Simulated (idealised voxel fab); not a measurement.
Process module heading - voxel wiring stack
Cross-section cut: width 260 nm, square cells of 5 nm.
Reading order for cross-sections: top band down to bottom band. Underlying form: a grid of square cells. Band size: one or more rows of cells.
Look at the band entry: it leads with the top's height and the bottom's height in nm. Then it lists the materials left to right, with a width in nm for each. The word "throughout" on a single material says that material fills the band edge to edge. The word "empty" is empty space.
Where do heights start? At 0: under that level the wafer as delivered is made of one material only. And the lowest band has no floor; it just carries on downward, as in "0 nm and below".
Note: "30..40" means the width goes from the first number (top row of the band) to the second number (bottom row) in equal steps per row of cells.
Step marked "no modification"? Then no cell in the cross-section changed in it.
You'll see "Trapped cavities" listing empty spaces that have no way open to the top, as long as they're 8 cells or more; the notation is width x height at distance, where the distance is from the left edge, and all of it is in nm.
If you see something after the settings on a step's line, that's the simulator's own remark about that step.
overlay nm: mask right of planned place by this much (step with mask). Neg. = left.
Here's what the planned process steps look like:
1: RECEIVE with material Si
2: CONFORMAL_DEP with material SiO2, thk nm 15
3: CONFORMAL_DEP with material SiCN, thk nm 5
4: DIRECTIONAL_DEP with material lowk, thk nm 15
5: DIRECTIONAL_DEP with material aC, thk nm 10
6: PATTERN with tone open, mask id METAL_1, material resist, width nm 30, pitch nm 45, thk nm 30, overlay nm 0
7: DIRECTIONAL_ETCH with etch materials aC, depth nm 10
8: STRIP with etch materials resist
9: DIRECTIONAL_ETCH with etch materials lowk, depth nm 15
10: DIRECTIONAL_ETCH with etch materials SiCN, depth nm 5
11: STRIP with etch materials aC
12: CONFORMAL_DEP with material TiN, thk nm 5
13: FILL_DEP with material Ru, thk nm 10
14: CMP with height nm 35
15: CONFORMAL_DEP with material SiCN, thk nm 5
16: DIRECTIONAL_DEP with material SiO2, thk nm 30
17: PATTERN with tone open, mask id METAL_2, material resist, width nm 30, pitch nm 45, thk nm 20, overlay nm 0
18: DIRECTIONAL_ETCH with etch materials SiO2, depth nm 20
19: STRIP with etch materials resist
20: PATTERN with tone open, mask id METAL_2_HOLES, material resist, width nm 15, pitch nm 45, thk nm 20, overlay nm 0
21: DIRECTIONAL_ETCH with etch materials SiO2, depth nm 10
22: DIRECTIONAL_ETCH with etch materials SiCN, depth nm 5
23: STRIP with etch materials resist
24: CONFORMAL_DEP with material TiN, thk nm 5
25: FILL_DEP with material Cu, thk nm 5
26: CMP with height nm 70
27: CONFORMAL_DEP with material SiCN, thk nm 5
28: DIRECTIONAL_DEP with material lowk, thk nm 30
29: DIRECTIONAL_DEP with material aC, thk nm 15
30: PATTERN with tone open, mask id METAL_3_HOLES, material resist, width nm 15, pitch nm 45, thk nm 35, overlay nm 0
31: DIRECTIONAL_ETCH with etch materials aC, depth nm 15
32: STRIP with etch materials resist
33: DIRECTIONAL_ETCH with etch materials lowk, depth nm 30
34: STRIP with etch materials aC
35: MASKED_ETCH with tone open, mask id METAL_3, width nm 30, pitch nm 45, etch materials lowk, depth nm 15, overlay nm 0
36: MASKED_ETCH with tone open, mask id METAL_3, width nm 30, pitch nm 45, etch materials SiCN, depth nm 5, overlay nm 0
37: CONFORMAL_DEP with material TiN, thk nm 5
38: FILL_DEP with material Cu, thk nm 5
39: CMP with height nm 105
40: CONFORMAL_DEP with material SiCN, thk nm 5
First wafer out of two, processed as planned:
So this is the incoming wafer in cross-section - it's already been through step 1:
0 nm and below | Si throughout
Trapped cavities: none
Presented here is a cross-section of the wafer after step 2 has been performed:
15 nm to 0 nm | SiO2 throughout
Below a height of 0, the structure has not been altered.
Presented here is a cross-section of the wafer after step 3 has been performed:
20 nm to 15 nm | SiCN throughout
Below a height of 15, the structure has not been altered.
Presented here is a cross-section of the wafer after step 4 has been performed:
35 nm to 20 nm | lowk throughout
Below a height of 20, the structure has not been altered.
Presented here is a cross-section of the wafer after step 5 has been performed:
45 nm to 35 nm | aC throughout
Below a height of 35, the structure has not been altered.
Presented here is a cross-section of the wafer after step 6 has been performed:
75 nm to 45 nm | 45 nm resist  30 nm empty  15 nm resist  30 nm empty  15 nm resist  30 nm empty  15 nm resist  30 nm empty  50 nm resist
Below a height of 45, the structure has not been altered.
Presented here is a cross-section of the wafer after step 7 has been performed:
65 nm to 45 nm | 45 nm resist  30 nm empty  15 nm resist  30 nm empty  15 nm resist  30 nm empty  15 nm resist  30 nm empty  50 nm resist
45 nm to 35 nm | 45 nm aC  30 nm empty  15 nm aC  30 nm empty  15 nm aC  30 nm empty  15 nm aC  30 nm empty  50 nm aC
Below a height of 35, the structure has not been altered.
Presented here is a cross-section of the wafer after step 8 has been performed:
45 nm to 35 nm | 45 nm aC  30 nm empty  15 nm aC  30 nm empty  15 nm aC  30 nm empty  15 nm aC  30 nm empty  50 nm aC
Below a height of 35, the structure has not been altered.
Presented here is a cross-section of the wafer after step 9 has been performed:
45 nm to 35 nm | 45 nm aC  30 nm empty  15 nm aC  30 nm empty  15 nm aC  30 nm empty  15 nm aC  30 nm empty  50 nm aC
35 nm to 20 nm | 45 nm lowk  30 nm empty  15 nm lowk  30 nm empty  15 nm lowk  30 nm empty  15 nm lowk  30 nm empty  50 nm lowk
Below a height of 20, the structure has not been altered.
Presented here is a cross-section of the wafer after step 10 has been performed:
45 nm to 35 nm | 45 nm aC  30 nm empty  15 nm aC  30 nm empty  15 nm aC  30 nm empty  15 nm aC  30 nm empty  50 nm aC
35 nm to 20 nm | 45 nm lowk  30 nm empty  15 nm lowk  30 nm empty  15 nm lowk  30 nm empty  15 nm lowk  30 nm empty  50 nm lowk
20 nm to 15 nm | 45 nm SiCN  30 nm empty  15 nm SiCN  30 nm empty  15 nm SiCN  30 nm empty  15 nm SiCN  30 nm empty  50 nm SiCN
Below a height of 15, the structure has not been altered.
Presented here is a cross-section of the wafer after step 11 has been performed:
35 nm to 20 nm | 45 nm lowk  30 nm empty  15 nm lowk  30 nm empty  15 nm lowk  30 nm empty  15 nm lowk  30 nm empty  50 nm lowk
Below a height of 20, the structure has not been altered.
Presented here is a cross-section of the wafer after step 12 has been performed:
40 nm to 35 nm | 50 nm TiN  20 nm empty  25 nm TiN  20 nm empty  25 nm TiN  20 nm empty  25 nm TiN  20 nm empty  55 nm TiN
35 nm to 20 nm | 45 nm lowk  5 nm TiN  20 nm empty  5 nm TiN  15 nm lowk  5 nm TiN  20 nm empty  5 nm TiN  15 nm lowk  5 nm TiN  20 nm empty  5 nm TiN  15 nm lowk  5 nm TiN  20 nm empty  5 nm TiN  50 nm lowk
20 nm to 15 nm | 45 nm SiCN  30 nm TiN  15 nm SiCN  30 nm TiN  15 nm SiCN  30 nm TiN  15 nm SiCN  30 nm TiN  50 nm SiCN
Below a height of 15, the structure has not been altered.
Presented here is a cross-section of the wafer after step 13 has been performed:
50 nm to 40 nm | Ru throughout
40 nm to 35 nm | 50 nm TiN  20 nm Ru  25 nm TiN  20 nm Ru  25 nm TiN  20 nm Ru  25 nm TiN  20 nm Ru  55 nm TiN
35 nm to 20 nm | 45 nm lowk  5 nm TiN  20 nm Ru  5 nm TiN  15 nm lowk  5 nm TiN  20 nm Ru  5 nm TiN  15 nm lowk  5 nm TiN  20 nm Ru  5 nm TiN  15 nm lowk  5 nm TiN  20 nm Ru  5 nm TiN  50 nm lowk
Below a height of 20, the structure has not been altered.
Presented here is a cross-section of the wafer after step 14 has been performed:
35 nm to 20 nm | 45 nm lowk  5 nm TiN  20 nm Ru  5 nm TiN  15 nm lowk  5 nm TiN  20 nm Ru  5 nm TiN  15 nm lowk  5 nm TiN  20 nm Ru  5 nm TiN  15 nm lowk  5 nm TiN  20 nm Ru  5 nm TiN  50 nm lowk
Below a height of 20, the structure has not been altered.
Presented here is a cross-section of the wafer after step 15 has been performed:
40 nm to 35 nm | SiCN throughout
Below a height of 35, the structure has not been altered.
Presented here is a cross-section of the wafer after step 16 has been performed:
70 nm to 40 nm | SiO2 throughout
Below a height of 40, the structure has not been altered.
Presented here is a cross-section of the wafer after step 17 has been performed:
90 nm to 70 nm | 45 nm resist  30 nm empty  15 nm resist  30 nm empty  15 nm resist  30 nm empty  15 nm resist  30 nm empty  50 nm resist
Below a height of 70, the structure has not been altered.
Presented here is a cross-section of the wafer after step 18 has been performed:
90 nm to 70 nm | 45 nm resist  30 nm empty  15 nm resist  30 nm empty  15 nm resist  30 nm empty  15 nm resist  30 nm empty  50 nm resist
70 nm to 50 nm | 45 nm SiO2  30 nm empty  15 nm SiO2  30 nm empty  15 nm SiO2  30 nm empty  15 nm SiO2  30 nm empty  50 nm SiO2
Below a height of 50, the structure has not been altered.
Presented here is a cross-section of the wafer after step 19 has been performed:
70 nm to 50 nm | 45 nm SiO2  30 nm empty  15 nm SiO2  30 nm empty  15 nm SiO2  30 nm empty  15 nm SiO2  30 nm empty  50 nm SiO2
Below a height of 50, the structure has not been altered.
Presented here is a cross-section of the wafer after step 20 has been performed:
90 nm to 70 nm | 45 nm resist  15 nm empty  30 nm resist  15 nm empty  30 nm resist  15 nm empty  30 nm resist  15 nm empty  65 nm resist
70 nm to 50 nm | 45 nm SiO2  15 nm empty  15 nm resist  15 nm SiO2  15 nm empty  15 nm resist  15 nm SiO2  15 nm empty  15 nm resist  15 nm SiO2  15 nm empty  15 nm resist  50 nm SiO2
Below a height of 50, the structure has not been altered.
Presented here is a cross-section of the wafer after step 21 has been performed:
90 nm to 70 nm | 45 nm resist  15 nm empty  30 nm resist  15 nm empty  30 nm resist  15 nm empty  30 nm resist  15 nm empty  65 nm resist
70 nm to 50 nm | 45 nm SiO2  15 nm empty  15 nm resist  15 nm SiO2  15 nm empty  15 nm resist  15 nm SiO2  15 nm empty  15 nm resist  15 nm SiO2  15 nm empty  15 nm resist  50 nm SiO2
50 nm to 40 nm | 45 nm SiO2  15 nm empty  30 nm SiO2  15 nm empty  30 nm SiO2  15 nm empty  30 nm SiO2  15 nm empty  65 nm SiO2
Below a height of 40, the structure has not been altered.
Presented here is a cross-section of the wafer after step 22 has been performed:
90 nm to 70 nm | 45 nm resist  15 nm empty  30 nm resist  15 nm empty  30 nm resist  15 nm empty  30 nm resist  15 nm empty  65 nm resist
70 nm to 50 nm | 45 nm SiO2  15 nm empty  15 nm resist  15 nm SiO2  15 nm empty  15 nm resist  15 nm SiO2  15 nm empty  15 nm resist  15 nm SiO2  15 nm empty  15 nm resist  50 nm SiO2
50 nm to 40 nm | 45 nm SiO2  15 nm empty  30 nm SiO2  15 nm empty  30 nm SiO2  15 nm empty  30 nm SiO2  15 nm empty  65 nm SiO2
40 nm to 35 nm | 45 nm SiCN  15 nm empty  30 nm SiCN  15 nm empty  30 nm SiCN  15 nm empty  30 nm SiCN  15 nm empty  65 nm SiCN
Below a height of 35, the structure has not been altered.
Presented here is a cross-section of the wafer after step 23 has been performed:
70 nm to 50 nm | 45 nm SiO2  30 nm empty  15 nm SiO2  30 nm empty  15 nm SiO2  30 nm empty  15 nm SiO2  30 nm empty  50 nm SiO2
Below a height of 50, the structure has not been altered.
Presented here is a cross-section of the wafer after step 24 has been performed:
75 nm to 70 nm | 50 nm TiN  20 nm empty  25 nm TiN  20 nm empty  25 nm TiN  20 nm empty  25 nm TiN  20 nm empty  55 nm TiN
70 nm to 55 nm | 45 nm SiO2  5 nm TiN  20 nm empty  5 nm TiN  15 nm SiO2  5 nm TiN  20 nm empty  5 nm TiN  15 nm SiO2  5 nm TiN  20 nm empty  5 nm TiN  15 nm SiO2  5 nm TiN  20 nm empty  5 nm TiN  50 nm SiO2
55 nm to 50 nm | 45 nm SiO2  5 nm TiN  5 nm empty  20 nm TiN  15 nm SiO2  5 nm TiN  5 nm empty  20 nm TiN  15 nm SiO2  5 nm TiN  5 nm empty  20 nm TiN  15 nm SiO2  5 nm TiN  5 nm empty  20 nm TiN  50 nm SiO2
50 nm to 40 nm | 45 nm SiO2  5 nm TiN  5 nm empty  5 nm TiN  30 nm SiO2  5 nm TiN  5 nm empty  5 nm TiN  30 nm SiO2  5 nm TiN  5 nm empty  5 nm TiN  30 nm SiO2  5 nm TiN  5 nm empty  5 nm TiN  65 nm SiO2
40 nm to 35 nm | 45 nm SiCN  15 nm TiN  30 nm SiCN  15 nm TiN  30 nm SiCN  15 nm TiN  30 nm SiCN  15 nm TiN  65 nm SiCN
Below a height of 35, the structure has not been altered.
Presented here is a cross-section of the wafer after step 25 has been performed:
80 nm to 75 nm | Cu throughout
75 nm to 70 nm | 50 nm TiN  20 nm Cu  25 nm TiN  20 nm Cu  25 nm TiN  20 nm Cu  25 nm TiN  20 nm Cu  55 nm TiN
70 nm to 55 nm | 45 nm SiO2  5 nm TiN  20 nm Cu  5 nm TiN  15 nm SiO2  5 nm TiN  20 nm Cu  5 nm TiN  15 nm SiO2  5 nm TiN  20 nm Cu  5 nm TiN  15 nm SiO2  5 nm TiN  20 nm Cu  5 nm TiN  50 nm SiO2
55 nm to 50 nm | 45 nm SiO2  5 nm TiN  5 nm Cu  20 nm TiN  15 nm SiO2  5 nm TiN  5 nm Cu  20 nm TiN  15 nm SiO2  5 nm TiN  5 nm Cu  20 nm TiN  15 nm SiO2  5 nm TiN  5 nm Cu  20 nm TiN  50 nm SiO2
50 nm to 40 nm | 45 nm SiO2  5 nm TiN  5 nm Cu  5 nm TiN  30 nm SiO2  5 nm TiN  5 nm Cu  5 nm TiN  30 nm SiO2  5 nm TiN  5 nm Cu  5 nm TiN  30 nm SiO2  5 nm TiN  5 nm Cu  5 nm TiN  65 nm SiO2
Below a height of 40, the structure has not been altered.
Presented here is a cross-section of the wafer after step 26 has been performed:
70 nm to 55 nm | 45 nm SiO2  5 nm TiN  20 nm Cu  5 nm TiN  15 nm SiO2  5 nm TiN  20 nm Cu  5 nm TiN  15 nm SiO2  5 nm TiN  20 nm Cu  5 nm TiN  15 nm SiO2  5 nm TiN  20 nm Cu  5 nm TiN  50 nm SiO2
Below a height of 55, the structure has not been altered.
Presented here is a cross-section of the wafer after step 27 has been performed:
75 nm to 70 nm | SiCN throughout
Below a height of 70, the structure has not been altered.
Presented here is a cross-section of the wafer after step 28 has been performed:
105 nm to 75 nm | lowk throughout
Below a height of 75, the structure has not been altered.
Presented here is a cross-section of the wafer after step 29 has been performed:
120 nm to 105 nm | aC throughout
Below a height of 105, the structure has not been altered.
Presented here is a cross-section of the wafer after step 30 has been performed:
155 nm to 120 nm | 45 nm resist  15 nm empty  30 nm resist  15 nm empty  30 nm resist  15 nm empty  30 nm resist  15 nm empty  65 nm resist
Below a height of 120, the structure has not been altered.
Presented here is a cross-section of the wafer after step 31 has been performed:
140 nm to 120 nm | 45 nm resist  15 nm empty  30 nm resist  15 nm empty  30 nm resist  15 nm empty  30 nm resist  15 nm empty  65 nm resist
120 nm to 105 nm | 45 nm aC  15 nm empty  30 nm aC  15 nm empty  30 nm aC  15 nm empty  30 nm aC  15 nm empty  65 nm aC
Below a height of 105, the structure has not been altered.
Presented here is a cross-section of the wafer after step 32 has been performed:
120 nm to 105 nm | 45 nm aC  15 nm empty  30 nm aC  15 nm empty  30 nm aC  15 nm empty  30 nm aC  15 nm empty  65 nm aC
Below a height of 105, the structure has not been altered.
Presented here is a cross-section of the wafer after step 33 has been performed:
120 nm to 105 nm | 45 nm aC  15 nm empty  30 nm aC  15 nm empty  30 nm aC  15 nm empty  30 nm aC  15 nm empty  65 nm aC
105 nm to 75 nm | 45 nm lowk  15 nm empty  30 nm lowk  15 nm empty  30 nm lowk  15 nm empty  30 nm lowk  15 nm empty  65 nm lowk
Below a height of 75, the structure has not been altered.
Presented here is a cross-section of the wafer after step 34 has been performed:
105 nm to 75 nm | 45 nm lowk  15 nm empty  30 nm lowk  15 nm empty  30 nm lowk  15 nm empty  30 nm lowk  15 nm empty  65 nm lowk
Below a height of 75, the structure has not been altered.
Presented here is a cross-section of the wafer after step 35 has been performed:
105 nm to 90 nm | 45 nm lowk  30 nm empty  15 nm lowk  30 nm empty  15 nm lowk  30 nm empty  15 nm lowk  30 nm empty  50 nm lowk
Below a height of 90, the structure has not been altered.
Presented here is a cross-section of the wafer after step 36 has been performed:
105 nm to 90 nm | 45 nm lowk  30 nm empty  15 nm lowk  30 nm empty  15 nm lowk  30 nm empty  15 nm lowk  30 nm empty  50 nm lowk
90 nm to 75 nm | 45 nm lowk  15 nm empty  30 nm lowk  15 nm empty  30 nm lowk  15 nm empty  30 nm lowk  15 nm empty  65 nm lowk
75 nm to 70 nm | 45 nm SiCN  15 nm empty  30 nm SiCN  15 nm empty  30 nm SiCN  15 nm empty  30 nm SiCN  15 nm empty  65 nm SiCN
Below a height of 70, the structure has not been altered.
Presented here is a cross-section of the wafer after step 37 has been performed:
110 nm to 105 nm | 50 nm TiN  20 nm empty  25 nm TiN  20 nm empty  25 nm TiN  20 nm empty  25 nm TiN  20 nm empty  55 nm TiN
105 nm to 95 nm | 45 nm lowk  5 nm TiN  20 nm empty  5 nm TiN  15 nm lowk  5 nm TiN  20 nm empty  5 nm TiN  15 nm lowk  5 nm TiN  20 nm empty  5 nm TiN  15 nm lowk  5 nm TiN  20 nm empty  5 nm TiN  50 nm lowk
95 nm to 90 nm | 45 nm lowk  5 nm TiN  5 nm empty  20 nm TiN  15 nm lowk  5 nm TiN  5 nm empty  20 nm TiN  15 nm lowk  5 nm TiN  5 nm empty  20 nm TiN  15 nm lowk  5 nm TiN  5 nm empty  20 nm TiN  50 nm lowk
90 nm to 75 nm | 45 nm lowk  5 nm TiN  5 nm empty  5 nm TiN  30 nm lowk  5 nm TiN  5 nm empty  5 nm TiN  30 nm lowk  5 nm TiN  5 nm empty  5 nm TiN  30 nm lowk  5 nm TiN  5 nm empty  5 nm TiN  65 nm lowk
75 nm to 70 nm | 45 nm SiCN  15 nm TiN  30 nm SiCN  15 nm TiN  30 nm SiCN  15 nm TiN  30 nm SiCN  15 nm TiN  65 nm SiCN
Below a height of 70, the structure has not been altered.
Presented here is a cross-section of the wafer after step 38 has been performed:
115 nm to 110 nm | Cu throughout
110 nm to 105 nm | 50 nm TiN  20 nm Cu  25 nm TiN  20 nm Cu  25 nm TiN  20 nm Cu  25 nm TiN  20 nm Cu  55 nm TiN
105 nm to 95 nm | 45 nm lowk  5 nm TiN  20 nm Cu  5 nm TiN  15 nm lowk  5 nm TiN  20 nm Cu  5 nm TiN  15 nm lowk  5 nm TiN  20 nm Cu  5 nm TiN  15 nm lowk  5 nm TiN  20 nm Cu  5 nm TiN  50 nm lowk
95 nm to 90 nm | 45 nm lowk  5 nm TiN  5 nm Cu  20 nm TiN  15 nm lowk  5 nm TiN  5 nm Cu  20 nm TiN  15 nm lowk  5 nm TiN  5 nm Cu  20 nm TiN  15 nm lowk  5 nm TiN  5 nm Cu  20 nm TiN  50 nm lowk
90 nm to 75 nm | 45 nm lowk  5 nm TiN  5 nm Cu  5 nm TiN  30 nm lowk  5 nm TiN  5 nm Cu  5 nm TiN  30 nm lowk  5 nm TiN  5 nm Cu  5 nm TiN  30 nm lowk  5 nm TiN  5 nm Cu  5 nm TiN  65 nm lowk
Below a height of 75, the structure has not been altered.
Presented here is a cross-section of the wafer after step 39 has been performed:
105 nm to 95 nm | 45 nm lowk  5 nm TiN  20 nm Cu  5 nm TiN  15 nm lowk  5 nm TiN  20 nm Cu  5 nm TiN  15 nm lowk  5 nm TiN  20 nm Cu  5 nm TiN  15 nm lowk  5 nm TiN  20 nm Cu  5 nm TiN  50 nm lowk
Below a height of 95, the structure has not been altered.
Presented here is a cross-section of the wafer after step 40 has been performed:
110 nm to 105 nm | SiCN throughout
Below a height of 105, the structure has not been altered.
Companion wafer, the second of two: same beginning, same intended sequence, one mistake in carrying it out; through step 19 inclusive it tracks the first exactly:
Cross-section of the second wafer when, according to plan, step 20 should have finished:
90 nm to 70 nm | 45 nm empty  15 nm resist  30 nm empty  15 nm resist  30 nm empty  15 nm resist  30 nm empty  15 nm resist  65 nm empty
70 nm to 50 nm | 45 nm SiO2  15 nm resist  15 nm empty  15 nm SiO2  15 nm resist  15 nm empty  15 nm SiO2  15 nm resist  15 nm empty  15 nm SiO2  15 nm resist  15 nm empty  50 nm SiO2
Below a height of 50, the structure has not been altered.
Cross-section of the second wafer when, according to plan, step 21 should have finished:
90 nm to 60 nm | 45 nm empty  15 nm resist  30 nm empty  15 nm resist  30 nm empty  15 nm resist  30 nm empty  15 nm resist  65 nm empty
60 nm to 50 nm | 45 nm SiO2  15 nm resist  15 nm empty  15 nm SiO2  15 nm resist  15 nm empty  15 nm SiO2  15 nm resist  15 nm empty  15 nm SiO2  15 nm resist  15 nm empty  50 nm SiO2
50 nm to 40 nm | 60 nm SiO2  15 nm empty  30 nm SiO2  15 nm empty  30 nm SiO2  15 nm empty  30 nm SiO2  15 nm empty  50 nm SiO2
Below a height of 40, the structure has not been altered.
Cross-section of the second wafer when, according to plan, step 22 should have finished:
90 nm to 60 nm | 45 nm empty  15 nm resist  30 nm empty  15 nm resist  30 nm empty  15 nm resist  30 nm empty  15 nm resist  65 nm empty
60 nm to 50 nm | 45 nm SiO2  15 nm resist  15 nm empty  15 nm SiO2  15 nm resist  15 nm empty  15 nm SiO2  15 nm resist  15 nm empty  15 nm SiO2  15 nm resist  15 nm empty  50 nm SiO2
50 nm to 40 nm | 60 nm SiO2  15 nm empty  30 nm SiO2  15 nm empty  30 nm SiO2  15 nm empty  30 nm SiO2  15 nm empty  50 nm SiO2
40 nm to 35 nm | 60 nm SiCN  15 nm empty  30 nm SiCN  15 nm empty  30 nm SiCN  15 nm empty  30 nm SiCN  15 nm empty  50 nm SiCN
Below a height of 35, the structure has not been altered.
Cross-section of the second wafer when, according to plan, step 23 should have finished:
60 nm to 50 nm | 45 nm SiO2  30 nm empty  15 nm SiO2  30 nm empty  15 nm SiO2  30 nm empty  15 nm SiO2  30 nm empty  50 nm SiO2
Below a height of 50, the structure has not been altered.
Cross-section of the second wafer when, according to plan, step 24 should have finished:
65 nm to 60 nm | 50 nm TiN  20 nm empty  25 nm TiN  20 nm empty  25 nm TiN  20 nm empty  25 nm TiN  20 nm empty  55 nm TiN
60 nm to 50 nm | 45 nm SiO2  5..20 nm TiN  20..5 nm empty  5 nm TiN  15 nm SiO2  5..20 nm TiN  20..5 nm empty  5 nm TiN  15 nm SiO2  5..20 nm TiN  20..5 nm empty  5 nm TiN  15 nm SiO2  5..20 nm TiN  20..5 nm empty  5 nm TiN  50 nm SiO2
50 nm to 40 nm | 60 nm SiO2  5 nm TiN  5 nm empty  5 nm TiN  30 nm SiO2  5 nm TiN  5 nm empty  5 nm TiN  30 nm SiO2  5 nm TiN  5 nm empty  5 nm TiN  30 nm SiO2  5 nm TiN  5 nm empty  5 nm TiN  50 nm SiO2
40 nm to 35 nm | 60 nm SiCN  15 nm TiN  30 nm SiCN  15 nm TiN  30 nm SiCN  15 nm TiN  30 nm SiCN  15 nm TiN  50 nm SiCN
Below a height of 35, the structure has not been altered.
Cross-section of the second wafer when, according to plan, step 25 should have finished:
70 nm to 65 nm | Cu throughout
65 nm to 60 nm | 50 nm TiN  20 nm Cu  25 nm TiN  20 nm Cu  25 nm TiN  20 nm Cu  25 nm TiN  20 nm Cu  55 nm TiN
60 nm to 50 nm | 45 nm SiO2  5..20 nm TiN  20..5 nm Cu  5 nm TiN  15 nm SiO2  5..20 nm TiN  20..5 nm Cu  5 nm TiN  15 nm SiO2  5..20 nm TiN  20..5 nm Cu  5 nm TiN  15 nm SiO2  5..20 nm TiN  20..5 nm Cu  5 nm TiN  50 nm SiO2
50 nm to 40 nm | 60 nm SiO2  5 nm TiN  5 nm Cu  5 nm TiN  30 nm SiO2  5 nm TiN  5 nm Cu  5 nm TiN  30 nm SiO2  5 nm TiN  5 nm Cu  5 nm TiN  30 nm SiO2  5 nm TiN  5 nm Cu  5 nm TiN  50 nm SiO2
Below a height of 40, the structure has not been altered.
Cross-section of the second wafer when, according to plan, step 26 should have finished: no modification
Cross-section of the second wafer when, according to plan, step 27 should have finished:
75 nm to 70 nm | SiCN throughout
Below a height of 70, the structure has not been altered.
Cross-section of the second wafer when, according to plan, step 28 should have finished:
105 nm to 75 nm | lowk throughout
Below a height of 75, the structure has not been altered.
Cross-section of the second wafer when, according to plan, step 29 should have finished:
120 nm to 105 nm | aC throughout
Below a height of 105, the structure has not been altered.
Cross-section of the second wafer when, according to plan, step 30 should have finished:
155 nm to 120 nm | 45 nm resist  15 nm empty  30 nm resist  15 nm empty  30 nm resist  15 nm empty  30 nm resist  15 nm empty  65 nm resist
Below a height of 120, the structure has not been altered.
Cross-section of the second wafer when, according to plan, step 31 should have finished:
140 nm to 120 nm | 45 nm resist  15 nm empty  30 nm resist  15 nm empty  30 nm resist  15 nm empty  30 nm resist  15 nm empty  65 nm resist
120 nm to 105 nm | 45 nm aC  15 nm empty  30 nm aC  15 nm empty  30 nm aC  15 nm empty  30 nm aC  15 nm empty  65 nm aC
Below a height of 105, the structure has not been altered.
Cross-section of the second wafer when, according to plan, step 32 should have finished:
120 nm to 105 nm | 45 nm aC  15 nm empty  30 nm aC  15 nm empty  30 nm aC  15 nm empty  30 nm aC  15 nm empty  65 nm aC
Below a height of 105, the structure has not been altered.
Cross-section of the second wafer when, according to plan, step 33 should have finished:
120 nm to 105 nm | 45 nm aC  15 nm empty  30 nm aC  15 nm empty  30 nm aC  15 nm empty  30 nm aC  15 nm empty  65 nm aC
105 nm to 75 nm | 45 nm lowk  15 nm empty  30 nm lowk  15 nm empty  30 nm lowk  15 nm empty  30 nm lowk  15 nm empty  65 nm lowk
Below a height of 75, the structure has not been altered.
Cross-section of the second wafer when, according to plan, step 34 should have finished:
105 nm to 75 nm | 45 nm lowk  15 nm empty  30 nm lowk  15 nm empty  30 nm lowk  15 nm empty  30 nm lowk  15 nm empty  65 nm lowk
Below a height of 75, the structure has not been altered.
Cross-section of the second wafer when, according to plan, step 35 should have finished:
105 nm to 90 nm | 45 nm lowk  30 nm empty  15 nm lowk  30 nm empty  15 nm lowk  30 nm empty  15 nm lowk  30 nm empty  50 nm lowk
Below a height of 90, the structure has not been altered.
Cross-section of the second wafer when, according to plan, step 36 should have finished:
105 nm to 90 nm | 45 nm lowk  30 nm empty  15 nm lowk  30 nm empty  15 nm lowk  30 nm empty  15 nm lowk  30 nm empty  50 nm lowk
90 nm to 75 nm | 45 nm lowk  15 nm empty  30 nm lowk  15 nm empty  30 nm lowk  15 nm empty  30 nm lowk  15 nm empty  65 nm lowk
75 nm to 70 nm | 45 nm SiCN  15 nm empty  30 nm SiCN  15 nm empty  30 nm SiCN  15 nm empty  30 nm SiCN  15 nm empty  65 nm SiCN
Below a height of 70, the structure has not been altered.
Cross-section of the second wafer when, according to plan, step 37 should have finished:
110 nm to 105 nm | 50 nm TiN  20 nm empty  25 nm TiN  20 nm empty  25 nm TiN  20 nm empty  25 nm TiN  20 nm empty  55 nm TiN
105 nm to 95 nm | 45 nm lowk  5 nm TiN  20 nm empty  5 nm TiN  15 nm lowk  5 nm TiN  20 nm empty  5 nm TiN  15 nm lowk  5 nm TiN  20 nm empty  5 nm TiN  15 nm lowk  5 nm TiN  20 nm empty  5 nm TiN  50 nm lowk
95 nm to 90 nm | 45 nm lowk  5 nm TiN  5 nm empty  20 nm TiN  15 nm lowk  5 nm TiN  5 nm empty  20 nm TiN  15 nm lowk  5 nm TiN  5 nm empty  20 nm TiN  15 nm lowk  5 nm TiN  5 nm empty  20 nm TiN  50 nm lowk
90 nm to 75 nm | 45 nm lowk  5 nm TiN  5 nm empty  5 nm TiN  30 nm lowk  5 nm TiN  5 nm empty  5 nm TiN  30 nm lowk  5 nm TiN  5 nm empty  5 nm TiN  30 nm lowk  5 nm TiN  5 nm empty  5 nm TiN  65 nm lowk
75 nm to 70 nm | 45 nm SiCN  15 nm TiN  30 nm SiCN  15 nm TiN  30 nm SiCN  15 nm TiN  30 nm SiCN  15 nm TiN  65 nm SiCN
Below a height of 70, the structure has not been altered.
Cross-section of the second wafer when, according to plan, step 38 should have finished:
115 nm to 110 nm | Cu throughout
110 nm to 105 nm | 50 nm TiN  20 nm Cu  25 nm TiN  20 nm Cu  25 nm TiN  20 nm Cu  25 nm TiN  20 nm Cu  55 nm TiN
105 nm to 95 nm | 45 nm lowk  5 nm TiN  20 nm Cu  5 nm TiN  15 nm lowk  5 nm TiN  20 nm Cu  5 nm TiN  15 nm lowk  5 nm TiN  20 nm Cu  5 nm TiN  15 nm lowk  5 nm TiN  20 nm Cu  5 nm TiN  50 nm lowk
95 nm to 90 nm | 45 nm lowk  5 nm TiN  5 nm Cu  20 nm TiN  15 nm lowk  5 nm TiN  5 nm Cu  20 nm TiN  15 nm lowk  5 nm TiN  5 nm Cu  20 nm TiN  15 nm lowk  5 nm TiN  5 nm Cu  20 nm TiN  50 nm lowk
90 nm to 75 nm | 45 nm lowk  5 nm TiN  5 nm Cu  5 nm TiN  30 nm lowk  5 nm TiN  5 nm Cu  5 nm TiN  30 nm lowk  5 nm TiN  5 nm Cu  5 nm TiN  30 nm lowk  5 nm TiN  5 nm Cu  5 nm TiN  65 nm lowk
Below a height of 75, the structure has not been altered.
Cross-section of the second wafer when, according to plan, step 39 should have finished:
105 nm to 95 nm | 45 nm lowk  5 nm TiN  20 nm Cu  5 nm TiN  15 nm lowk  5 nm TiN  20 nm Cu  5 nm TiN  15 nm lowk  5 nm TiN  20 nm Cu  5 nm TiN  15 nm lowk  5 nm TiN  20 nm Cu  5 nm TiN  50 nm lowk
Below a height of 95, the structure has not been altered.
Cross-section of the second wafer when, according to plan, step 40 should have finished:
110 nm to 105 nm | SiCN throughout
Below a height of 105, the structure has not been altered.
So what did we get wrong on this run? planned and actual differ for step 20; actual: PATTERN with tone cover, mask id METAL_2_HOLES, material resist, width nm 15, pitch nm 45, thk nm 20, overlay nm 0
Wafer comparison, final, in cells, second relative to first, materials more or fewer: Cu: 36 more | SiO2: 56 fewer | TiN: 20 more
